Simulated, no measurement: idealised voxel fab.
Process module heading - voxel ribs on slabs
Section cut is 230 nm wide and gridded with 5 nm square cells.
Just so we're on the same page, the cross-sections are grids of square cells, and they're listed out in bands top to bottom, each band one or more rows deep.
Top height, bottom height, nm. Materials left to right, width each, nm. Single material + "edge to edge" = fills band edge to edge. "air" = empty.
Height reference: 0 = level under which incoming wafer is all one material. Lowest band: no bottom, runs on downward, e.g. "0 and below".
A two-number width, for instance "30 to 40", indicates that the width is equal to the first number in the top row of the band and to the second number in the bottom row, and that it changes by a constant amount per row of cells.
Any step labelled "identical to before" changed none of the cells in the cross-section.
"Voids, sealed" - sealed voids, min. 8 cells, no opening to top; format: width x height at distance (distance from left edge; nm throughout).
Post-settings text on a step line: simulator's own remark regarding the step.
The line of a step may include "overlay nm". On a step with a mask, this value is how far to the right of its planned place the mask lay. A negative value means the mask lay to the left.
[Steps in the process plan]
1) RECEIVE: material Si
2) DIRECTIONAL_DEP: material SiO2, thk nm 25
3) DIRECTIONAL_DEP: material SiN, thk nm 10
4) MASKED_ETCH: tone cover, mask id RIB, width nm 20, etch materials SiN, depth nm 10, overlay nm 0
5) PATTERN: tone cover, mask id SLAB, material resist, width nm 80, thk nm 15, overlay nm 0
6) DIRECTIONAL_ETCH: etch materials SiN, depth nm 10
7) STRIP: etch materials resist
8) FILL_DEP: material SiO2, thk nm 30
9) CMP: height nm 65
10) DIRECTIONAL_DEP: material TiN, thk nm 5
11) PATTERN: tone cover, mask id HEATER, material resist, width nm 30, thk nm 20, overlay nm 0
12) DIRECTIONAL_ETCH: etch materials TiN, depth nm 5
13) STRIP: etch materials resist
14) CONFORMAL_DEP: material SiO2, thk nm 10
The plan's step 3 thk nm is the first wafer's value; the wafers differ in this setting and start identical.
[First of several wafers (as received, post step 1), cross-sectional view]
0 and below  Si edge to edge
Voids, sealed: none
[Depicted here is the first of several wafers in cross-section, at module completion following the last step, step 14]
80 down to 75  air=90, then SiO2=50, then air=90
75 down to 70  SiO2 edge to edge
70 down to 65  SiO2=100, then TiN=30, then SiO2=100
65 down to 35  SiO2 edge to edge
35 down to 25  SiO2=105, then SiN=20, then SiO2=105
25 down to 0  SiO2 edge to edge
0 and below  Si edge to edge
Voids, sealed: none
[Last wafer of the set, cross-sectioned at end of module]
80 down to 75  air=90, then SiO2=50, then air=90
75 down to 70  SiO2 edge to edge
70 down to 65  SiO2=100, then TiN=30, then SiO2=100
65 down to 60  SiO2 edge to edge
60 down to 50  SiO2=105, then SiN=20, then SiO2=105
50 down to 40  SiO2=75, then SiN=80, then SiO2=75
40 down to 25  SiN edge to edge
25 down to 0  SiO2 edge to edge
0 and below  Si edge to edge
Voids, sealed: none
[each wafer at the end: cells of each material gained (+) or lost (-) since it was received, then its closed voids]
thk nm 10; +8 SiN; +686 SiO2; +6 TiN; Voids, sealed: none
thk nm 15; +24 SiN; +670 SiO2; +6 TiN; Voids, sealed: none
thk nm 20; +40 SiN; +654 SiO2; +6 TiN; Voids, sealed: none
thk nm 25; +86 SiN; +608 SiO2; +6 TiN; Voids, sealed: none
thk nm 30; +132 SiN; +562 SiO2; +6 TiN; Voids, sealed: none
thk nm 35; +178 SiN; +516 SiO2; +6 TiN; Voids, sealed: none
